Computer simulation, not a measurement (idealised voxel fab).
Process module, titled voxel gate over fins
Section cut is 225 nm wide and gridded with 5 nm square cells.
A cross-section in this document is a grid of square cells, and it is written down as bands, the top band listed before the ones below it; a band is made up of one or more rows of cells.
The entry gives the band's vertical extent as a top height and a bottom height in nm, then its horizontal make-up as materials from left to right, each with a width in nm. "empty" stands for empty space; a single material marked "throughout" fills the band edge to edge.
It should be noted that heights are counted from 0, beneath which the wafer as supplied is of one material throughout, and that the lowest band possesses no lower boundary but continues downward, as written in "0 down".
So if you see something like "30 to 40" for the width, read it as the top row of the band sitting at the first number and the bottom row at the second, with every row in between moving by the same amount as the last.
The cross-section has no changed cell in any step marked "stayed the same".
Empty spaces counting at least 8 cells and having no open way to the top are listed in "Closed void entries". The notation width x height at distance is used for each, the distance being from the left edge and all three values in nm.
Note: text after step settings on the step line = simulator remark on that step.
overlay nm: on a step with a mask, how far right of its planned place the mask lay; negative means left.
The process steps that were planned are listed below:
step 1: RECEIVE [material Si]
step 2: CONFORMAL_DEP [material SiN] [thk nm 5]
step 3: PATTERN [tone cover] [mask id FINS] [material resist] [width nm 15] [pitch nm 40] [thk nm 15] [overlay nm 0]
step 4: DIRECTIONAL_ETCH [etch materials SiN] [depth nm 5]
step 5: DIRECTIONAL_ETCH [etch materials Si] [depth nm 40]
step 6: STRIP [etch materials resist]
step 7: OXIDIZE [depth nm 5]
step 8: FILL_DEP [material SiO2] [thk nm 10]
step 9: CMP [height nm 5]
step 10: SELECTIVE_ETCH [etch materials SiO2] [depth nm 15]
step 11: STRIP [etch materials SiN]
step 12: CONFORMAL_DEP [material HfO2] [thk nm 5]
step 13: CONFORMAL_DEP [material TiN] [thk nm 5]
step 14: FILL_DEP [material W] [thk nm 15]
step 15: CMP [height nm 20]
step 16: CONFORMAL_DEP [material SiCN] [thk nm 5]
Wafer at receipt (post step 1), cross-section:
0 down: Si throughout
Closed void entries: none
Module complete, cross-section. Starting point and plan per above. One mistake made in running the module:
25 to 20: SiCN throughout
20 to 10: W throughout
10 to 5: 40 of W | 30 of TiN | 10 of W | 30 of TiN | 10 of W | 30 of TiN | 10 of W | 30 of TiN | 35 of W
5 to 0: 40 of W | 5 of TiN | 20 of HfO2 | 5 of TiN | 10 of W | 5 of TiN | 20 of HfO2 | 5 of TiN | 10 of W | 5 of TiN | 20 of HfO2 | 5 of TiN | 10 of W | 5 of TiN | 20 of HfO2 | 5 of TiN | 35 of W
0 to -5: 45 of TiN | 5 of HfO2 | 10 of Si | 5 of HfO2 | 20 of TiN | 5 of HfO2 | 10 of Si | 5 of HfO2 | 20 of TiN | 5 of HfO2 | 10 of Si | 5 of HfO2 | 20 of TiN | 5 of HfO2 | 10 of Si | 5 of HfO2 | 40 of TiN
-5 to -10: 50 of HfO2 | 10 of Si | 30 of HfO2 | 10 of Si | 30 of HfO2 | 10 of Si | 30 of HfO2 | 10 of Si | 45 of HfO2
-10 to -45: 50 of SiO2 | 10 of Si | 30 of SiO2 | 10 of Si | 30 of SiO2 | 10 of Si | 30 of SiO2 | 10 of Si | 45 of SiO2
-45 down: Si throughout
Closed void entries: none
what went wrong: step 3: run off-plan, actual operation and settings PATTERN [tone cover] [mask id FINS] [material resist] [width nm 20] [pitch nm 40] [thk nm 15] [overlay nm 0]
